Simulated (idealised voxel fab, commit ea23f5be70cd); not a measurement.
process module | voxel tone inversion
cross-section cut | 250 nm wide | cells 5 nm
A cross-section is a grid of square cells, given in bands from the top down. A band is one or more rows of cells.
Each band's line starts with the height of the band's top and of its bottom, in nm. Then come its materials from left to right, each with its width in nm. One material with "throughout" fills the band from edge to edge. "air" is empty space.
Height 0 is the level under which the wafer as received is all one material. The lowest band goes on downwards, as in "0 down".
A width such as "30 to 40" changes by the same amount from each row of cells to the next, from the band's top row to its bottom row.
"no change" after a step means that no cell of the cross-section changed.
closed voids: empty space of 8 cells or more with no open way to the top, each as width x height at its distance from the left edge, in nm
after a step's settings: what the simulator itself notes on the step
overlay nm, on a step with a mask: how far to the right of its planned place the mask lay; to the left if negative
plan
1 op RECEIVE | material Si
2 op CONFORMAL_DEP | material SiN | thk nm 5
3 op DIRECTIONAL_DEP | material polySi | thk nm 15
4 op PATTERN | tone cover | mask id POSTS | material resist | width nm 15 | pitch nm 45 | thk nm 20 | overlay nm 0
5 op DIRECTIONAL_ETCH | etch materials polySi | depth nm 15
6 op STRIP | etch materials resist
7 op FILL_DEP | material SiO2 | thk nm 5
8 op CMP | height nm 20
9 op STRIP | etch materials polySi
10 op CONFORMAL_DEP | material TiN | thk nm 5
11 op FILL_DEP | material Ru | thk nm 10
12 op CMP | height nm 20
13 op CONFORMAL_DEP | material SiN | thk nm 5
as received, after step 1
  0 down: Si throughout
  closed voids: none
first wafer at the end, as planned
  25 to 20: SiN throughout
  20 to 10: SiO2 50 | TiN 5 | Ru 5 | TiN 5 | SiO2 30 | TiN 5 | Ru 5 | TiN 5 | SiO2 30 | TiN 5 | Ru 5 | TiN 5 | SiO2 30 | TiN 5 | Ru 5 | TiN 5 | SiO2 50
  10 to 5: SiO2 50 | TiN 15 | SiO2 30 | TiN 15 | SiO2 30 | TiN 15 | SiO2 30 | TiN 15 | SiO2 50
  5 to 0: SiN throughout
  0 down: Si throughout
  closed voids: none
second wafer at the end: like start, like plan, one mistake
  25 to 20: SiN throughout
  20 to 5: Ru throughout
  5 to 0: SiN throughout
  0 down: Si throughout
  closed voids: none
what went wrong: step 3 ran as: op DIRECTIONAL_DEP | material Ru | thk nm 15
at the end the second wafer has, in cells: 142 more of Ru | 114 fewer of SiO2 | 28 fewer of TiN
